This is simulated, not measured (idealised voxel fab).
process module | voxel wiring stack
cross-section cut | 260 nm wide | cells 5 nm
A cross-section is a grid of square cells, given in bands from the top down. A band is one or more rows of cells.
Each band's line starts with the height of the band's top and of its bottom, in nm. Then come its materials from left to right, each with its width in nm. One material with "throughout" fills the band from edge to edge. "air" is empty space.
Height 0 is the level under which the wafer as received is all one material. The lowest band goes on downwards, as in "0 down".
A width such as "30 to 40" changes by the same amount from each row of cells to the next, from the band's top row to its bottom row.
"no change" after a step means that no cell of the cross-section changed.
closed voids: empty space of 8 cells or more with no open way to the top, each as width x height at its distance from the left edge, in nm
after a step's settings: what the simulator itself notes on the step
overlay nm, on a step with a mask: how far to the right of its planned place the mask lay; to the left if negative
plan
1 op RECEIVE | material Si
2 op CONFORMAL_DEP | material SiO2 | thk nm 10
3 op CONFORMAL_DEP | material SiN | thk nm 5
4 op DIRECTIONAL_DEP | material lowk | thk nm 20
5 op PATTERN | tone open | mask id METAL_1 | material resist | width nm 20 | pitch nm 40 | thk nm 15 | overlay nm 0
6 op DIRECTIONAL_ETCH | etch materials lowk | depth nm 20
7 op DIRECTIONAL_ETCH | etch materials SiN | depth nm 5
8 op STRIP | etch materials resist
9 op CONFORMAL_DEP | material TiN | thk nm 5
10 op FILL_DEP | material Cu | thk nm 10
11 op CMP | height nm 35
12 op EPI | material Ru | thk nm 5
13 op FILL_DEP | material SiCN | thk nm 5
14 op DIRECTIONAL_DEP | material SiO2 | thk nm 15
15 op MASKED_ETCH | tone open | mask id PLUG_1 | width nm 15 | pitch nm 40 | etch materials SiO2 | depth nm 15 | overlay nm 0
16 op MASKED_ETCH | tone open | mask id PLUG_1 | width nm 15 | pitch nm 40 | etch materials SiCN | depth nm 5 | overlay nm 0
17 op EPI | material Ru | thk nm 10
18 op EPI | material Ru | thk nm 10
19 op CONFORMAL_DEP | material SiN | thk nm 5
20 op DIRECTIONAL_DEP | material SiO2 | thk nm 25
21 op PATTERN | tone open | mask id METAL_2 | material resist | width nm 20 | pitch nm 40 | thk nm 15 | overlay nm 0
22 op DIRECTIONAL_ETCH | etch materials SiO2 | depth nm 25
23 op DIRECTIONAL_ETCH | etch materials SiN | depth nm 5
24 op STRIP | etch materials resist
25 op CONFORMAL_DEP | material TiN | thk nm 5
26 op FILL_DEP | material W | thk nm 5
27 op CMP | height nm 90
28 op EPI | material Ru | thk nm 5
29 op FILL_DEP | material SiCN | thk nm 5
30 op DIRECTIONAL_DEP | material lowk | thk nm 35
31 op MASKED_ETCH | tone open | mask id METAL_3 | width nm 20 | pitch nm 40 | etch materials lowk | depth nm 20 | overlay nm 0
32 op DIRECTIONAL_DEP | material aC | thk nm 15
33 op PATTERN | tone open | mask id METAL_3_HOLES | material resist | width nm 15 | pitch nm 80 | thk nm 35 | overlay nm 0
34 op DIRECTIONAL_ETCH | etch materials aC | depth nm 5
35 op STRIP | etch materials resist
36 op DIRECTIONAL_ETCH | etch materials lowk | depth nm 15
37 op DIRECTIONAL_ETCH | etch materials SiCN | depth nm 5
38 op STRIP | etch materials aC
39 op CONFORMAL_DEP | material TiN | thk nm 5
40 op FILL_DEP | material Ru | thk nm 10
41 op CMP | height nm 135
42 op CONFORMAL_DEP | material SiCN | thk nm 5
varied across the wafers: depth nm of step 34. The plan shows the first wafer's value. All wafers start alike
first wafer as received, after step 1
  0 down: Si throughout
  closed voids: none
first wafer at the end, after step 42
  140 to 135: SiCN throughout
  135 to 120: lowk 60 | TiN 5 | Ru 10 | TiN 5 | lowk 20 | TiN 5 | Ru 10 | TiN 5 | lowk 20 | TiN 5 | Ru 10 | TiN 5 | lowk 20 | TiN 5 | Ru 10 | TiN 5 | lowk 60
  120 to 115: lowk 60 | TiN 20 | lowk 20 | TiN 20 | lowk 20 | TiN 20 | lowk 20 | TiN 20 | lowk 60
  115 to 100: lowk throughout
  100 to 95: SiCN throughout
  95 to 90: SiCN 55 | Ru 30 | SiCN 10 | Ru 30 | SiCN 10 | Ru 30 | SiCN 10 | Ru 30 | SiCN 55
  90 to 65: SiO2 60 | TiN 5 | W 10 | TiN 5 | SiO2 20 | TiN 5 | W 10 | TiN 5 | SiO2 20 | TiN 5 | W 10 | TiN 5 | SiO2 20 | TiN 5 | W 10 | TiN 5 | SiO2 60
  65 to 60: SiN 60 | TiN 20 | SiN 20 | TiN 20 | SiN 20 | TiN 20 | SiN 20 | TiN 20 | SiN 60
  60 to 45: SiO2 60 | Ru 15 | SiO2 25 | Ru 15 | SiO2 25 | Ru 15 | SiO2 25 | Ru 15 | SiO2 65
  45 to 35: SiCN 60 to 55 | Ru 15 to 30 | SiCN 25 to 10 | Ru 15 to 30 | SiCN 25 to 10 | Ru 15 to 30 | SiCN 25 to 10 | Ru 15 to 30 | SiCN 65 to 55
  35 to 15: lowk 60 | TiN 5 | Cu 10 | TiN 5 | lowk 20 | TiN 5 | Cu 10 | TiN 5 | lowk 20 | TiN 5 | Cu 10 | TiN 5 | lowk 20 | TiN 5 | Cu 10 | TiN 5 | lowk 60
  15 to 10: SiN 60 | TiN 20 | SiN 20 | TiN 20 | SiN 20 | TiN 20 | SiN 20 | TiN 20 | SiN 60
  10 to 0: SiO2 throughout
  0 down: Si throughout
  closed voids: none
last wafer at the end
  140 to 135: SiCN throughout
  135 to 120: lowk 60 | TiN 5 | Ru 10 | TiN 5 | lowk 20 | TiN 5 | Ru 10 | TiN 5 | lowk 20 | TiN 5 | Ru 10 | TiN 5 | lowk 20 | TiN 5 | Ru 10 | TiN 5 | lowk 60
  120 to 115: lowk 60 | TiN 5 | Ru 5 | TiN 10 | lowk 20 | TiN 20 | lowk 20 | TiN 5 | Ru 5 | TiN 10 | lowk 20 | TiN 20 | lowk 60
  115 to 100: lowk 60 | TiN 5 | Ru 5 | TiN 5 | lowk 65 | TiN 5 | Ru 5 | TiN 5 | lowk 105
  100 to 95: SiCN 60 | TiN 15 | SiCN 65 | TiN 15 | SiCN 105
  95 to 90: SiCN 55 | Ru 30 | SiCN 10 | Ru 30 | SiCN 10 | Ru 30 | SiCN 10 | Ru 30 | SiCN 55
  90 to 65: SiO2 60 | TiN 5 | W 10 | TiN 5 | SiO2 20 | TiN 5 | W 10 | TiN 5 | SiO2 20 | TiN 5 | W 10 | TiN 5 | SiO2 20 | TiN 5 | W 10 | TiN 5 | SiO2 60
  65 to 60: SiN 60 | TiN 20 | SiN 20 | TiN 20 | SiN 20 | TiN 20 | SiN 20 | TiN 20 | SiN 60
  60 to 45: SiO2 60 | Ru 15 | SiO2 25 | Ru 15 | SiO2 25 | Ru 15 | SiO2 25 | Ru 15 | SiO2 65
  45 to 35: SiCN 60 to 55 | Ru 15 to 30 | SiCN 25 to 10 | Ru 15 to 30 | SiCN 25 to 10 | Ru 15 to 30 | SiCN 25 to 10 | Ru 15 to 30 | SiCN 65 to 55
  35 to 15: lowk 60 | TiN 5 | Cu 10 | TiN 5 | lowk 20 | TiN 5 | Cu 10 | TiN 5 | lowk 20 | TiN 5 | Cu 10 | TiN 5 | lowk 20 | TiN 5 | Cu 10 | TiN 5 | lowk 60
  15 to 10: SiN 60 | TiN 20 | SiN 20 | TiN 20 | SiN 20 | TiN 20 | SiN 20 | TiN 20 | SiN 60
  10 to 0: SiO2 throughout
  0 down: Si throughout
  closed voids: none
each wafer at the end: cells of each material gained (+) or lost (-) since it was received, then its closed voids
depth nm 5 | +32 Cu | +120 Ru | +200 SiCN | +72 SiN | +404 SiO2 | +144 TiN | +40 W | +444 lowk | closed voids: none
depth nm 10 | +32 Cu | +120 Ru | +200 SiCN | +72 SiN | +404 SiO2 | +144 TiN | +40 W | +444 lowk | closed voids: none
depth nm 15 | +32 Cu | +128 Ru | +194 SiCN | +72 SiN | +404 SiO2 | +160 TiN | +40 W | +426 lowk | closed voids: none
depth nm 20 | +32 Cu | +128 Ru | +194 SiCN | +72 SiN | +404 SiO2 | +160 TiN | +40 W | +426 lowk | closed voids: none
depth nm 25 | +32 Cu | +128 Ru | +194 SiCN | +72 SiN | +404 SiO2 | +160 TiN | +40 W | +426 lowk | closed voids: none
depth nm 30 | +32 Cu | +128 Ru | +194 SiCN | +72 SiN | +404 SiO2 | +160 TiN | +40 W | +426 lowk | closed voids: none
